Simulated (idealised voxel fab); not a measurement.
The process module presented herein is designated voxel quadruple lines.
Pictured: cross-section cut, 140 nm wide, on a grid of 5 nm square cells.
Heads up, the way a cross-section reads in here is a grid of square cells, handed over as bands from the top down, with every band being one or more rows of cells.
Band: top height; bottom height; in nm. Then, left to right: material with width in nm, for each material. "all across": a single material spanning edge to edge. "blank": empty space.
A quick word on heights: they are counted from 0, and under that level the wafer as it came to us is one material throughout. The lowest band is different from the rest in having no bottom; it simply continues downward, written as in "z 0 and below".
The width entry "30->40" should be interpreted row by row: the top row of cells in the band takes the first number, the bottom row takes the second number, and the change between adjacent rows is uniform throughout.
"changes: none", as given for a step, is the statement that not any cell of the cross-section underwent a change during that step.
The label "Closed void register" introduces a list of the empty spaces, 8 cells or larger, that have no open way up to the top; each entry in it reads width x height at distance, where the distance is taken from the left edge and all three are stated in nm.
On each step's line, the part that comes after the settings is the simulator's own comment on the step.
The setting "overlay nm" may be written on the line of a step. When the step uses a mask, the value reports how far to the right of the planned place the mask lay, and a negative value reports that it lay to the left.
[Planned step list for the process]
1) RECEIVE [material Si]
2) CONFORMAL_DEP [material SiO2] [thk nm 10]
3) DIRECTIONAL_DEP [material Ru] [thk nm 10]
4) DIRECTIONAL_DEP [material polySi] [thk nm 20]
5) DIRECTIONAL_DEP [material aC] [thk nm 20]
6) PATTERN [tone cover] [mask id MANDREL] [material resist] [width nm 35] [thk nm 25] [overlay nm 0]
7) DIRECTIONAL_ETCH [etch materials aC] [depth nm 20]
8) STRIP [etch materials resist]
9) CONFORMAL_DEP [material SiO2] [thk nm 15]
10) DIRECTIONAL_ETCH [etch materials SiO2] [depth nm 15]
11) STRIP [etch materials aC]
12) DIRECTIONAL_ETCH [etch materials polySi] [depth nm 20]
13) STRIP [etch materials SiO2]
14) CONFORMAL_DEP [material SiN] [thk nm 10]
15) DIRECTIONAL_ETCH [etch materials SiN] [depth nm 10]
16) STRIP [etch materials polySi]
17) DIRECTIONAL_ETCH [etch materials Ru] [depth nm 10]
18) STRIP [etch materials SiN]
[As-received state of the wafer in cross-section, equivalent to post-step 1]
  z 0 and below  Si all across
  Closed void register: none
[Wafer cross-section at end of module: start and plan as shown above, one execution error]
  z 30 to 10  polySi all across
  z 10 to 0  SiO2 all across
  z 0 and below  Si all across
  Closed void register: none
What went wrong in running the wafer? steps 3 and 4 traded places in the executed sequence
